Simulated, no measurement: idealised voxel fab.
process module | voxel capacitor over wiring
The cross-section shown here is cut; it is 210 nm wide and divided into square cells measuring 5 nm on a side.
Cross-section spec: square-cell grid; bands listed top down; each band is one or more rows. Heads up on the band format: heights come first, top then bottom, in nm. After that it's the materials left to right, each with its width in nm. A single material flagged "everywhere" fills the whole band edge to edge, and "blank" means there's empty space there. We count height from 0. Below that, the starting wafer is all one material. The lowest band never ends at the bottom but goes on down; see "z 0 and below" for how that is written. Width "30->40": first value at the band's top row of cells, second value at its bottom row, equal change from row to row. "no alteration" means the step left every cell of the cross-section as it was. "Closed internal cavities": empty spaces of 8 cells or more with no open way to the top, each given as width x height at distance, distance from the left edge, all in nm. Note: text after step settings on the step line = simulator remark on that step. For masked steps, "overlay nm" on the step line gives how far right of plan the mask actually lay; a minus sign means it lay to the left.
-- Steps planned for the process
step 1: RECEIVE,material Si
step 2: CONFORMAL_DEP,material SiO2,thk nm 15
step 3: DIRECTIONAL_DEP,material TiN,thk nm 5
step 4: DIRECTIONAL_DEP,material W,thk nm 25
step 5: MASKED_ETCH,tone cover,mask id METAL_1,width nm 20,pitch nm 80,etch materials W,depth nm 25,overlay nm 0
step 6: MASKED_ETCH,tone cover,mask id METAL_1,width nm 20,pitch nm 80,etch materials TiN,depth nm 5,overlay nm 0
step 7: CONFORMAL_DEP,material SiN,thk nm 5
step 8: FILL_DEP,material lowk,thk nm 5
step 9: CMP,height nm 45
step 10: CONFORMAL_DEP,material SiCN,thk nm 5
step 11: DIRECTIONAL_DEP,material SiO2,thk nm 10
step 12: MASKED_ETCH,tone open,mask id PLUG_1,width nm 15,etch materials SiO2,depth nm 10,overlay nm 0
step 13: MASKED_ETCH,tone open,mask id PLUG_1,width nm 15,etch materials SiCN,depth nm 5,overlay nm 0
step 14: CONFORMAL_DEP,material TiN,thk nm 5
step 15: FILL_DEP,material Cu,thk nm 5
step 16: CMP,height nm 60
step 17: DIRECTIONAL_DEP,material TiN,thk nm 5
step 18: DIRECTIONAL_DEP,material Al2O3,thk nm 5
step 19: DIRECTIONAL_DEP,material TiN,thk nm 10
step 20: DIRECTIONAL_DEP,material aC,thk nm 10
step 21: PATTERN,tone cover,mask id UPPER_PLATE,material resist,width nm 65,thk nm 25,overlay nm 0
step 22: DIRECTIONAL_ETCH,etch materials aC,depth nm 10
step 23: STRIP,etch materials resist
step 24: DIRECTIONAL_ETCH,etch materials TiN,depth nm 10
step 25: DIRECTIONAL_ETCH,etch materials Al2O3,depth nm 5
step 26: STRIP,etch materials aC
step 27: DIRECTIONAL_DEP,material aC,thk nm 10
step 28: PATTERN,tone cover,mask id LOWER_PLATE,material resist,width nm 75,thk nm 30,overlay nm 0
step 29: DIRECTIONAL_ETCH,etch materials aC,depth nm 10
step 30: STRIP,etch materials resist
step 31: DIRECTIONAL_ETCH,etch materials TiN,depth nm 5
step 32: STRIP,etch materials aC
step 33: FILL_DEP,material SiO2,thk nm 20
step 34: CMP,height nm 95
step 35: MASKED_ETCH,tone open,mask id PLUG_2,width nm 15,etch materials SiO2,depth nm 15,overlay nm 0
step 36: CONFORMAL_DEP,material TiN,thk nm 5
step 37: FILL_DEP,material Ru,thk nm 5
step 38: CMP,height nm 95
step 39: CONFORMAL_DEP,material SiCN,thk nm 5
-- On the first of the two wafers: run conducted according to plan
-- as received, after step 1
    z 0 and below: Si everywhere
    Closed internal cavities: none
-- The following cross-section depicts the wafer upon completion of step 2
    z 15 to 0: SiO2 everywhere
    Under 0: no change, same as before.
-- The following cross-section depicts the wafer upon completion of step 3
    z 20 to 15: TiN everywhere
    Under 15: no change, same as before.
-- The following cross-section depicts the wafer upon completion of step 4
    z 45 to 20: W everywhere
    Under 20: no change, same as before.
-- The following cross-section depicts the wafer upon completion of step 5
    z 45 to 20: blank (55)  W (20)  blank (60)  W (20)  blank (55)
    Under 20: no change, same as before.
-- The following cross-section depicts the wafer upon completion of step 6
    z 45 to 20: blank (55)  W (20)  blank (60)  W (20)  blank (55)
    z 20 to 15: blank (55)  TiN (20)  blank (60)  TiN (20)  blank (55)
    Under 15: no change, same as before.
-- The following cross-section depicts the wafer upon completion of step 7
    z 50 to 45: blank (50)  SiN (30)  blank (50)  SiN (30)  blank (50)
    z 45 to 20: blank (50)  SiN (5)  W (20)  SiN (5)  blank (50)  SiN (5)  W (20)  SiN (5)  blank (50)
    z 20 to 15: SiN (55)  TiN (20)  SiN (60)  TiN (20)  SiN (55)
    Under 15: no change, same as before.
-- The following cross-section depicts the wafer upon completion of step 8
    z 55 to 50: lowk everywhere
    z 50 to 45: lowk (50)  SiN (30)  lowk (50)  SiN (30)  lowk (50)
    z 45 to 20: lowk (50)  SiN (5)  W (20)  SiN (5)  lowk (50)  SiN (5)  W (20)  SiN (5)  lowk (50)
    Under 20: no change, same as before.
-- The following cross-section depicts the wafer upon completion of step 9
    z 45 to 20: lowk (50)  SiN (5)  W (20)  SiN (5)  lowk (50)  SiN (5)  W (20)  SiN (5)  lowk (50)
    Under 20: no change, same as before.
-- The following cross-section depicts the wafer upon completion of step 10
    z 50 to 45: SiCN everywhere
    Under 45: no change, same as before.
-- The following cross-section depicts the wafer upon completion of step 11
    z 60 to 50: SiO2 everywhere
    Under 50: no change, same as before.
-- The following cross-section depicts the wafer upon completion of step 12
    z 60 to 50: SiO2 (60)  blank (15)  SiO2 (135)
    Under 50: no change, same as before.
-- The following cross-section depicts the wafer upon completion of step 13
    z 60 to 50: SiO2 (60)  blank (15)  SiO2 (135)
    z 50 to 45: SiCN (60)  blank (15)  SiCN (135)
    Under 45: no change, same as before.
-- The following cross-section depicts the wafer upon completion of step 14
    z 65 to 60: TiN (65)  blank (5)  TiN (140)
    z 60 to 50: SiO2 (60)  TiN (5)  blank (5)  TiN (5)  SiO2 (135)
    z 50 to 45: SiCN (60)  TiN (15)  SiCN (135)
    Under 45: no change, same as before.
-- The following cross-section depicts the wafer upon completion of step 15
    z 70 to 65: Cu everywhere
    z 65 to 60: TiN (65)  Cu (5)  TiN (140)
    z 60 to 50: SiO2 (60)  TiN (5)  Cu (5)  TiN (5)  SiO2 (135)
    Under 50: no change, same as before.
-- The following cross-section depicts the wafer upon completion of step 16
    z 60 to 50: SiO2 (60)  TiN (5)  Cu (5)  TiN (5)  SiO2 (135)
    Under 50: no change, same as before.
-- The following cross-section depicts the wafer upon completion of step 17
    z 65 to 60: TiN everywhere
    Under 60: no change, same as before.
-- The following cross-section depicts the wafer upon completion of step 18
    z 70 to 65: Al2O3 everywhere
    Under 65: no change, same as before.
-- The following cross-section depicts the wafer upon completion of step 19
    z 80 to 70: TiN everywhere
    Under 70: no change, same as before.
-- The following cross-section depicts the wafer upon completion of step 20
    z 90 to 80: aC everywhere
    Under 80: no change, same as before.
-- The following cross-section depicts the wafer upon completion of step 21
    z 115 to 90: blank (60)  resist (65)  blank (85)
    Under 90: no change, same as before.
-- The following cross-section depicts the wafer upon completion of step 22
    z 105 to 90: blank (60)  resist (65)  blank (85)
    z 90 to 80: blank (60)  aC (65)  blank (85)
    Under 80: no change, same as before.
-- The following cross-section depicts the wafer upon completion of step 23
    z 90 to 80: blank (60)  aC (65)  blank (85)
    Under 80: no change, same as before.
-- The following cross-section depicts the wafer upon completion of step 24
    z 90 to 80: blank (60)  aC (65)  blank (85)
    z 80 to 70: blank (60)  TiN (65)  blank (85)
    Under 70: no change, same as before.
-- The following cross-section depicts the wafer upon completion of step 25
    z 90 to 80: blank (60)  aC (65)  blank (85)
    z 80 to 70: blank (60)  TiN (65)  blank (85)
    z 70 to 65: blank (60)  Al2O3 (65)  blank (85)
    Under 65: no change, same as before.
-- The following cross-section depicts the wafer upon completion of step 26
    z 80 to 70: blank (60)  TiN (65)  blank (85)
    Under 70: no change, same as before.
-- The following cross-section depicts the wafer upon completion of step 27
    z 90 to 80: blank (60)  aC (65)  blank (85)
    z 80 to 75: blank (60)  TiN (65)  blank (85)
    z 75 to 70: aC (60)  TiN (65)  aC (85)
    z 70 to 65: aC (60)  Al2O3 (65)  aC (85)
    Under 65: no change, same as before.
-- The following cross-section depicts the wafer upon completion of step 28
    z 120 to 90: blank (55)  resist (75)  blank (80)
    z 90 to 80: blank (55)  resist (5)  aC (65)  resist (5)  blank (80)
    z 80 to 75: blank (55)  resist (5)  TiN (65)  resist (5)  blank (80)
    Under 75: no change, same as before.
-- The following cross-section depicts the wafer upon completion of step 29
    z 110 to 90: blank (55)  resist (75)  blank (80)
    z 90 to 80: blank (55)  resist (5)  aC (65)  resist (5)  blank (80)
    z 80 to 75: blank (55)  resist (5)  TiN (65)  resist (5)  blank (80)
    z 75 to 70: blank (55)  aC (5)  TiN (65)  aC (5)  blank (80)
    z 70 to 65: blank (55)  aC (5)  Al2O3 (65)  aC (5)  blank (80)
    Under 65: no change, same as before.
-- The following cross-section depicts the wafer upon completion of step 30
    z 90 to 80: blank (60)  aC (65)  blank (85)
    z 80 to 75: blank (60)  TiN (65)  blank (85)
    Under 75: no change, same as before.
-- The following cross-section depicts the wafer upon completion of step 31
    z 90 to 80: blank (60)  aC (65)  blank (85)
    z 80 to 75: blank (60)  TiN (65)  blank (85)
    z 75 to 70: blank (55)  aC (5)  TiN (65)  aC (5)  blank (80)
    z 70 to 65: blank (55)  aC (5)  Al2O3 (65)  aC (5)  blank (80)
    z 65 to 60: blank (55)  TiN (75)  blank (80)
    Under 60: no change, same as before.
-- The following cross-section depicts the wafer upon completion of step 32
    z 80 to 70: blank (60)  TiN (65)  blank (85)
    z 70 to 65: blank (60)  Al2O3 (65)  blank (85)
    Under 65: no change, same as before.
-- The following cross-section depicts the wafer upon completion of step 33
    z 100 to 80: SiO2 everywhere
    z 80 to 70: SiO2 (60)  TiN (65)  SiO2 (85)
    z 70 to 65: SiO2 (60)  Al2O3 (65)  SiO2 (85)
    z 65 to 60: SiO2 (55)  TiN (75)  SiO2 (80)
    Under 60: no change, same as before.
-- The following cross-section depicts the wafer upon completion of step 34
    z 95 to 80: SiO2 everywhere
    Under 80: no change, same as before.
-- The following cross-section depicts the wafer upon completion of step 35
    z 95 to 80: SiO2 (70)  blank (15)  SiO2 (125)
    Under 80: no change, same as before.
-- The following cross-section depicts the wafer upon completion of step 36
    z 100 to 95: TiN (75)  blank (5)  TiN (130)
    z 95 to 85: SiO2 (70)  TiN (5)  blank (5)  TiN (5)  SiO2 (125)
    z 85 to 80: SiO2 (70)  TiN (15)  SiO2 (125)
    Under 80: no change, same as before.
-- The following cross-section depicts the wafer upon completion of step 37
    z 105 to 100: Ru everywhere
    z 100 to 95: TiN (75)  Ru (5)  TiN (130)
    z 95 to 85: SiO2 (70)  TiN (5)  Ru (5)  TiN (5)  SiO2 (125)
    Under 85: no change, same as before.
-- The following cross-section depicts the wafer upon completion of step 38
    z 95 to 85: SiO2 (70)  TiN (5)  Ru (5)  TiN (5)  SiO2 (125)
    Under 85: no change, same as before.
-- The following cross-section depicts the wafer upon completion of step 39
    z 100 to 95: SiCN everywhere
    Under 95: no change, same as before.
-- The second wafer began exactly as the first did and followed the same plan, but one mistake was made while running it; through step 11 inclusive, the two wafers are identical
-- Cross-section, second wafer, at the end time the plan gives for step 12
    z 60 to 50: blank (60)  SiO2 (15)  blank (135)
    Under 50: no change, same as before.
Cross-section, second wafer, at the end time the plan gives for step 13: no alteration
-- Cross-section, second wafer, at the end time the plan gives for step 14
    z 65 to 60: blank (55)  TiN (25)  blank (130)
    z 60 to 55: blank (55)  TiN (5)  SiO2 (15)  TiN (5)  blank (130)
    z 55 to 50: TiN (60)  SiO2 (15)  TiN (135)
    Under 50: no change, same as before.
-- Cross-section, second wafer, at the end time the plan gives for step 15
    z 70 to 65: Cu everywhere
    z 65 to 60: Cu (55)  TiN (25)  Cu (130)
    z 60 to 55: Cu (55)  TiN (5)  SiO2 (15)  TiN (5)  Cu (130)
    Under 55: no change, same as before.
-- Cross-section, second wafer, at the end time the plan gives for step 16
    z 60 to 55: Cu (55)  TiN (5)  SiO2 (15)  TiN (5)  Cu (130)
    Under 55: no change, same as before.
-- Cross-section, second wafer, at the end time the plan gives for step 17
    z 65 to 60: TiN everywhere
    Under 60: no change, same as before.
-- Cross-section, second wafer, at the end time the plan gives for step 18
    z 70 to 65: Al2O3 everywhere
    Under 65: no change, same as before.
-- Cross-section, second wafer, at the end time the plan gives for step 19
    z 80 to 70: TiN everywhere
    Under 70: no change, same as before.
-- Cross-section, second wafer, at the end time the plan gives for step 20
    z 90 to 80: aC everywhere
    Under 80: no change, same as before.
-- Cross-section, second wafer, at the end time the plan gives for step 21
    z 115 to 90: blank (60)  resist (65)  blank (85)
    Under 90: no change, same as before.
-- Cross-section, second wafer, at the end time the plan gives for step 22
    z 105 to 90: blank (60)  resist (65)  blank (85)
    z 90 to 80: blank (60)  aC (65)  blank (85)
    Under 80: no change, same as before.
-- Cross-section, second wafer, at the end time the plan gives for step 23
    z 90 to 80: blank (60)  aC (65)  blank (85)
    Under 80: no change, same as before.
-- Cross-section, second wafer, at the end time the plan gives for step 24
    z 90 to 80: blank (60)  aC (65)  blank (85)
    z 80 to 70: blank (60)  TiN (65)  blank (85)
    Under 70: no change, same as before.
-- Cross-section, second wafer, at the end time the plan gives for step 25
    z 90 to 80: blank (60)  aC (65)  blank (85)
    z 80 to 70: blank (60)  TiN (65)  blank (85)
    z 70 to 65: blank (60)  Al2O3 (65)  blank (85)
    Under 65: no change, same as before.
-- Cross-section, second wafer, at the end time the plan gives for step 26
    z 80 to 70: blank (60)  TiN (65)  blank (85)
    Under 70: no change, same as before.
-- Cross-section, second wafer, at the end time the plan gives for step 27
    z 90 to 80: blank (60)  aC (65)  blank (85)
    z 80 to 75: blank (60)  TiN (65)  blank (85)
    z 75 to 70: aC (60)  TiN (65)  aC (85)
    z 70 to 65: aC (60)  Al2O3 (65)  aC (85)
    Under 65: no change, same as before.
-- Cross-section, second wafer, at the end time the plan gives for step 28
    z 120 to 90: blank (55)  resist (75)  blank (80)
    z 90 to 80: blank (55)  resist (5)  aC (65)  resist (5)  blank (80)
    z 80 to 75: blank (55)  resist (5)  TiN (65)  resist (5)  blank (80)
    Under 75: no change, same as before.
-- Cross-section, second wafer, at the end time the plan gives for step 29
    z 110 to 90: blank (55)  resist (75)  blank (80)
    z 90 to 80: blank (55)  resist (5)  aC (65)  resist (5)  blank (80)
    z 80 to 75: blank (55)  resist (5)  TiN (65)  resist (5)  blank (80)
    z 75 to 70: blank (55)  aC (5)  TiN (65)  aC (5)  blank (80)
    z 70 to 65: blank (55)  aC (5)  Al2O3 (65)  aC (5)  blank (80)
    Under 65: no change, same as before.
-- Cross-section, second wafer, at the end time the plan gives for step 30
    z 90 to 80: blank (60)  aC (65)  blank (85)
    z 80 to 75: blank (60)  TiN (65)  blank (85)
    Under 75: no change, same as before.
-- Cross-section, second wafer, at the end time the plan gives for step 31
    z 90 to 80: blank (60)  aC (65)  blank (85)
    z 80 to 75: blank (60)  TiN (65)  blank (85)
    z 75 to 70: blank (55)  aC (5)  TiN (65)  aC (5)  blank (80)
    z 70 to 65: blank (55)  aC (5)  Al2O3 (65)  aC (5)  blank (80)
    z 65 to 60: blank (55)  TiN (75)  blank (80)
    Under 60: no change, same as before.
-- Cross-section, second wafer, at the end time the plan gives for step 32
    z 80 to 70: blank (60)  TiN (65)  blank (85)
    z 70 to 65: blank (60)  Al2O3 (65)  blank (85)
    Under 65: no change, same as before.
-- Cross-section, second wafer, at the end time the plan gives for step 33
    z 100 to 80: SiO2 everywhere
    z 80 to 70: SiO2 (60)  TiN (65)  SiO2 (85)
    z 70 to 65: SiO2 (60)  Al2O3 (65)  SiO2 (85)
    z 65 to 60: SiO2 (55)  TiN (75)  SiO2 (80)
    Under 60: no change, same as before.
-- Cross-section, second wafer, at the end time the plan gives for step 34
    z 95 to 80: SiO2 everywhere
    Under 80: no change, same as before.
-- Cross-section, second wafer, at the end time the plan gives for step 35
    z 95 to 80: SiO2 (70)  blank (15)  SiO2 (125)
    Under 80: no change, same as before.
-- Cross-section, second wafer, at the end time the plan gives for step 36
    z 100 to 95: TiN (75)  blank (5)  TiN (130)
    z 95 to 85: SiO2 (70)  TiN (5)  blank (5)  TiN (5)  SiO2 (125)
    z 85 to 80: SiO2 (70)  TiN (15)  SiO2 (125)
    Under 80: no change, same as before.
-- Cross-section, second wafer, at the end time the plan gives for step 37
    z 105 to 100: Ru everywhere
    z 100 to 95: TiN (75)  Ru (5)  TiN (130)
    z 95 to 85: SiO2 (70)  TiN (5)  Ru (5)  TiN (5)  SiO2 (125)
    Under 85: no change, same as before.
-- Cross-section, second wafer, at the end time the plan gives for step 38
    z 95 to 85: SiO2 (70)  TiN (5)  Ru (5)  TiN (5)  SiO2 (125)
    Under 85: no change, same as before.
-- Cross-section, second wafer, at the end time the plan gives for step 39
    z 100 to 95: SiCN everywhere
    Under 95: no change, same as before.
Heads up, the wafer didn't run the way we planned it: step 12 ran as: MASKED_ETCH,tone cover,mask id PLUG_1,width nm 15,etch materials SiO2,depth nm 10,overlay nm 0
It is noted that, at the conclusion of processing, the second wafer exhibits a higher or lower cell count for certain materials relative to the first: Cu +35; SiCN +3; SiO2 -72; TiN +34
